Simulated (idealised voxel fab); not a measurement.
This is a process module. Its name is voxel wiring stack.
155 nm wide, 5 nm square cells: that's cross-section cut.
For the purposes of this document, a cross-section shall be understood as a grid of square cells, specified as bands listed in top-to-bottom order, each band consisting of one or more rows of cells.
This entry defines a band. It first specifies the height of the band's top and the height of its bottom in nm, and then specifies the band's materials from left to right, stating each material with its width in nm. The word "all across" identifies a single material that fills the band from edge to edge, while the word "air" identifies empty space.
Heads up on the height convention: 0 is the point under which the incoming wafer is all one material, and the lowest band has no bottom, it just keeps going down, like "top 0, no bottom".
It should be noted that a width expressed as "30->40" varies in equal increments from row to row of cells within the band, taking the value of the first number at the top row and that of the second number at the bottom row.
The designation "nothing got changed", where it is given for a processing step, indicates that no cell of the cross-section was altered in the course of that step.
"Trapped voids" enumerates empty spaces isolated from the top, with no open way to it, that contain at least 8 cells, giving each as width x height at distance from the left edge, all three in nm.
On each step's line, the part that comes after the settings is the simulator's own comment on the step.
The optional step-line setting "overlay nm" applies to steps with a mask and quantifies how far to the right of its planned location the mask lay, a negative value indicating leftward placement.

Steps in the process plan
- 1: RECEIVE (material Si)
- 2: CONFORMAL_DEP (material SiO2; thk nm 15)
- 3: CONFORMAL_DEP (material SiN; thk nm 5)
- 4: DIRECTIONAL_DEP (material SiO2; thk nm 25)
- 5: DIRECTIONAL_DEP (material aC; thk nm 10)
- 6: PATTERN (tone open; mask id METAL_1; material resist; width nm 25; pitch nm 45; thk nm 25; overlay nm 0)
- 7: DIRECTIONAL_ETCH (etch materials aC; depth nm 10)
- 8: STRIP (etch materials resist)
- 9: DIRECTIONAL_ETCH (etch materials SiO2; depth nm 25)
- 10: DIRECTIONAL_ETCH (etch materials SiN; depth nm 5)
- 11: STRIP (etch materials aC)
- 12: CONFORMAL_DEP (material TiN; thk nm 5)
- 13: FILL_DEP (material Ru; thk nm 5)
- 14: CMP (height nm 45)
- 15: CONFORMAL_DEP (material SiCN; thk nm 5)
- 16: DIRECTIONAL_DEP (material lowk; thk nm 25)
- 17: DIRECTIONAL_DEP (material aC; thk nm 10)
- 18: PATTERN (tone open; mask id METAL_2_HOLES; material resist; width nm 15; pitch nm 45; thk nm 30; overlay nm 0)
- 19: DIRECTIONAL_ETCH (etch materials aC; depth nm 10)
- 20: STRIP (etch materials resist)
- 21: DIRECTIONAL_ETCH (etch materials lowk; depth nm 25)
- 22: STRIP (etch materials aC)
- 23: MASKED_ETCH (tone open; mask id METAL_2; width nm 25; pitch nm 45; etch materials lowk; depth nm 15; overlay nm 0)
- 24: MASKED_ETCH (tone open; mask id METAL_2; width nm 25; pitch nm 45; etch materials SiCN; depth nm 5; overlay nm 0)
- 25: CONFORMAL_DEP (material TiN; thk nm 5)
- 26: FILL_DEP (material Cu; thk nm 10)
- 27: CMP (height nm 75)
- 28: CONFORMAL_DEP (material SiCN; thk nm 5)
- 29: DIRECTIONAL_DEP (material SiO2; thk nm 35)
- 30: PATTERN (tone open; mask id METAL_3_HOLES; material resist; width nm 15; thk nm 20; overlay nm 0)
- 31: DIRECTIONAL_ETCH (etch materials SiO2; depth nm 35)
- 32: STRIP (etch materials resist)
- 33: PATTERN (tone open; mask id METAL_3; material resist; width nm 25; pitch nm 45; thk nm 15; overlay nm 0)
- 34: DIRECTIONAL_ETCH (etch materials SiO2; depth nm 20)
- 35: DIRECTIONAL_ETCH (etch materials SiCN; depth nm 5)
- 36: STRIP (etch materials resist)
- 37: CONFORMAL_DEP (material TiN; thk nm 5)
- 38: FILL_DEP (material Cu; thk nm 5)
- 39: CMP (height nm 115)
- 40: CONFORMAL_DEP (material SiN; thk nm 5)

Received-state cross-section, reflecting completion of step 1
- top 0, no bottom | Si all across
- Trapped voids: none

Figure: cross-sectional view of the wafer upon completion of the module, processed from the initial state and according to the plan depicted above, with one error introduced during execution
- top 120, bottom 115 | SiN all across
- top 115, bottom 100 | 40 of SiO2  5 of TiN  15 of Cu  5 of TiN  20 of SiO2  5 of TiN  15 of Cu  5 of TiN  45 of SiO2
- top 100, bottom 95 | 40 of SiO2  5 of TiN  5 of Cu  15 of TiN  20 of SiO2  25 of TiN  45 of SiO2
- top 95, bottom 80 | 40 of SiO2  5 of TiN  5 of Cu  5 of TiN  100 of SiO2
- top 80, bottom 75 | 40 of SiCN  15 of TiN  100 of SiCN
- top 75, bottom 65 | 40 of lowk  5 of TiN  15 of Cu  5 of TiN  20 of lowk  5 of TiN  15 of Cu  5 of TiN  45 of lowk
- top 65, bottom 60 | 40 of lowk  5 of TiN  5 of Cu  15 of TiN  20 of lowk  5 of TiN  5 of Cu  15 of TiN  45 of lowk
- top 60, bottom 50 | 40 of lowk  5 of TiN  5 of Cu  5 of TiN  30 of lowk  5 of TiN  5 of Cu  5 of TiN  55 of lowk
- top 50, bottom 45 | 40 of SiCN  15 of TiN  30 of SiCN  15 of TiN  55 of SiCN
- top 45, bottom 40 | Ru all across
- top 40, bottom 35 | 45 of TiN  15 of Ru  30 of TiN  15 of Ru  50 of TiN
- top 35, bottom 10 | 40 of SiO2  5 of TiN  15 of Ru  5 of TiN  20 of SiO2  5 of TiN  15 of Ru  5 of TiN  45 of SiO2
- top 10, bottom 5 | 40 of SiN  25 of TiN  20 of SiN  25 of TiN  45 of SiN
- top 5, bottom 0 | SiO2 all across
- top 0, no bottom | Si all across
- Trapped voids: none
The plan and the run diverged here: it should be noted that step 2 was executed with settings other than those planned, the operation and settings actually applied being CONFORMAL_DEP (material SiO2; thk nm 5)
